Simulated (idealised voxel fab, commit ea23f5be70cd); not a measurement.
process module | voxel spacer lines
cross-section cut | 200 nm wide | cells 5 nm
A cross-section is a grid of square cells, given in bands from the top down. A band is one or more rows of cells.
Each band's line starts with the height of the band's top and of its bottom, in nm. Then come its materials from left to right, each with its width in nm. One material with "throughout" fills the band from edge to edge. "air" is empty space.
Height 0 is the level under which the wafer as received is all one material. The lowest band goes on downwards, as in "0 down".
A width such as "30 to 40" changes by the same amount from each row of cells to the next, from the band's top row to its bottom row.
"no change" after a step means that no cell of the cross-section changed.
closed voids: empty space of 8 cells or more with no open way to the top, each as width x height at its distance from the left edge, in nm
after a step's settings: what the simulator itself notes on the step
overlay nm, on a step with a mask: how far to the right of its planned place the mask lay; to the left if negative
plan
1 op RECEIVE | material Si
2 op CONFORMAL_DEP | material Al2O3 | thk nm 10
3 op DIRECTIONAL_DEP | material TiN | thk nm 15
4 op DIRECTIONAL_DEP | material aC | thk nm 20
5 op PATTERN | tone cover | mask id MANDREL | material resist | width nm 25 | pitch nm 70 | thk nm 25 | overlay nm 0
6 op DIRECTIONAL_ETCH | etch materials aC | depth nm 20
7 op STRIP | etch materials resist
8 op CONFORMAL_DEP | material SiO2 | thk nm 10
9 op DIRECTIONAL_ETCH | etch materials SiO2 | depth nm 5
10 op STRIP | etch materials aC
11 op DIRECTIONAL_ETCH | etch materials TiN | depth nm 15
12 op STRIP | etch materials SiO2
varied across the wafers: depth nm of step 9. The plan shows the first wafer's value. All wafers start alike
first wafer as received, after step 1
  0 down: Si throughout
  closed voids: none
each wafer at the end: cells of each material gained (+) or lost (-) since it was received, then its closed voids
depth nm 5 | +80 Al2O3 | +120 TiN | +60 aC | closed voids: none
depth nm 10 | +80 Al2O3 | +36 TiN | closed voids: none
depth nm 15 | +80 Al2O3 | +36 TiN | closed voids: none
depth nm 20 | +80 Al2O3 | +36 TiN | closed voids: none
depth nm 25 | +80 Al2O3 | +36 TiN | closed voids: none
